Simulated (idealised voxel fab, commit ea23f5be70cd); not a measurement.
process module | voxel ribs on slabs
cross-section cut | 225 nm wide | cells 5 nm
A cross-section is a grid of square cells, given in bands from the top down. A band is one or more rows of cells.
Each band's line starts with the height of the band's top and of its bottom, in nm. Then come its materials from left to right, each with its width in nm. One material with "throughout" fills the band from edge to edge. "air" is empty space.
Height 0 is the level under which the wafer as received is all one material. The lowest band goes on downwards, as in "0 down".
A width such as "30 to 40" changes by the same amount from each row of cells to the next, from the band's top row to its bottom row.
"no change" after a step means that no cell of the cross-section changed.
closed voids: empty space of 8 cells or more with no open way to the top, each as width x height at its distance from the left edge, in nm
after a step's settings: what the simulator itself notes on the step
overlay nm, on a step with a mask: how far to the right of its planned place the mask lay; to the left if negative
plan
1 op RECEIVE | material Si
2 op DIRECTIONAL_DEP | material SiO2 | thk nm 25
3 op DIRECTIONAL_DEP | material SiN | thk nm 20
4 op MASKED_ETCH | tone cover | mask id RIB | width nm 30 | etch materials SiN | depth nm 10 | overlay nm 0
5 op PATTERN | tone cover | mask id SLAB | material resist | width nm 80 | thk nm 20 | overlay nm 0
6 op DIRECTIONAL_ETCH | etch materials SiN | depth nm 10
7 op STRIP | etch materials resist
8 op FILL_DEP | material SiO2 | thk nm 20
9 op CMP | height nm 60
10 op DIRECTIONAL_DEP | material W | thk nm 10
11 op DIRECTIONAL_DEP | material aC | thk nm 15
12 op PATTERN | tone cover | mask id HEATER | material resist | width nm 40 | thk nm 30 | overlay nm 0
13 op DIRECTIONAL_ETCH | etch materials aC | depth nm 15
14 op STRIP | etch materials resist
15 op DIRECTIONAL_ETCH | etch materials W | depth nm 10
16 op STRIP | etch materials aC
17 op CONFORMAL_DEP | material SiN | thk nm 5
as received, after step 1
  0 down: Si throughout
  closed voids: none
a wafer at the end: this start, this plan, one mistake
  75 to 70: air 85 | SiN 50 | air 90
  70 to 65: air 85 | SiN 5 | W 40 | SiN 5 | air 90
  65 to 60: SiN 90 | W 40 | SiN 95
  60 to 20: SiO2 throughout
  20 to 0: SiN throughout
  0 down: Si throughout
  closed voids: none
what went wrong: steps 2 and 3 were swapped
